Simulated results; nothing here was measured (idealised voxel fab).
process module | voxel released beams
cross-section cut | 155 nm wide | cells 5 nm
A cross-section is a grid of square cells, given in bands from the top down. A band is one or more rows of cells.
Each band's line starts with the height of the band's top and of its bottom, in nm. Then come its materials from left to right, each with its width in nm. One material with "throughout" fills the band from edge to edge. "air" is empty space.
Height 0 is the level under which the wafer as received is all one material. The lowest band goes on downwards, as in "0 down".
A width such as "30 to 40" changes by the same amount from each row of cells to the next, from the band's top row to its bottom row.
"no change" after a step means that no cell of the cross-section changed.
closed voids: empty space of 8 cells or more with no open way to the top, each as width x height at its distance from the left edge, in nm
after a step's settings: what the simulator itself notes on the step
overlay nm, on a step with a mask: how far to the right of its planned place the mask lay; to the left if negative
plan
1 op RECEIVE | material Si
2 op CONFORMAL_DEP | material Al2O3 | thk nm 5
3 op DIRECTIONAL_DEP | material SiO2 | thk nm 15
4 op DIRECTIONAL_DEP | material aC | thk nm 10
5 op PATTERN | tone open | mask id ANCHOR | material resist | width nm 35 | thk nm 25 | overlay nm 0
6 op DIRECTIONAL_ETCH | etch materials aC | depth nm 10
7 op STRIP | etch materials resist
8 op DIRECTIONAL_ETCH | etch materials SiO2 | depth nm 15
9 op STRIP | etch materials aC
10 op CONFORMAL_DEP | material W | thk nm 10
11 op DIRECTIONAL_DEP | material aC | thk nm 15
12 op PATTERN | tone cover | mask id BEAM | material resist | width nm 100 | thk nm 35 | overlay nm 0
13 op DIRECTIONAL_ETCH | etch materials aC | depth nm 15
14 op STRIP | etch materials resist
15 op DIRECTIONAL_ETCH | etch materials W | depth nm 10
16 op STRIP | etch materials aC
17 op STRIP | etch materials SiO2
as received, after step 1
  0 down: Si throughout
  closed voids: none
first wafer at the end, as planned
  30 to 20: air 25 | W 15 | air 15 | W 70 | air 30
  20 to 15: air 30 | W 10 | air 15 | W 10 | air 90
  15 to 5: air 30 | W 35 | air 90
  5 to 0: Al2O3 throughout
  0 down: Si throughout
  closed voids: none
second wafer at the end: like start, like plan, one mistake
  30 to 20: air 25 | W 20 | air 10 | W 70 | air 30
  20 to 15: air 35 | W 10 | air 10 | W 10 | air 90
  15 to 5: air 35 | W 30 | air 90
  5 to 0: Al2O3 throughout
  0 down: Si throughout
  closed voids: none
what went wrong: step 5 ran as: op PATTERN | tone open | mask id ANCHOR | material resist | width nm 30 | thk nm 25 | overlay nm 0
at the end the second wafer has, in cells: as many of each material as the first, in other places
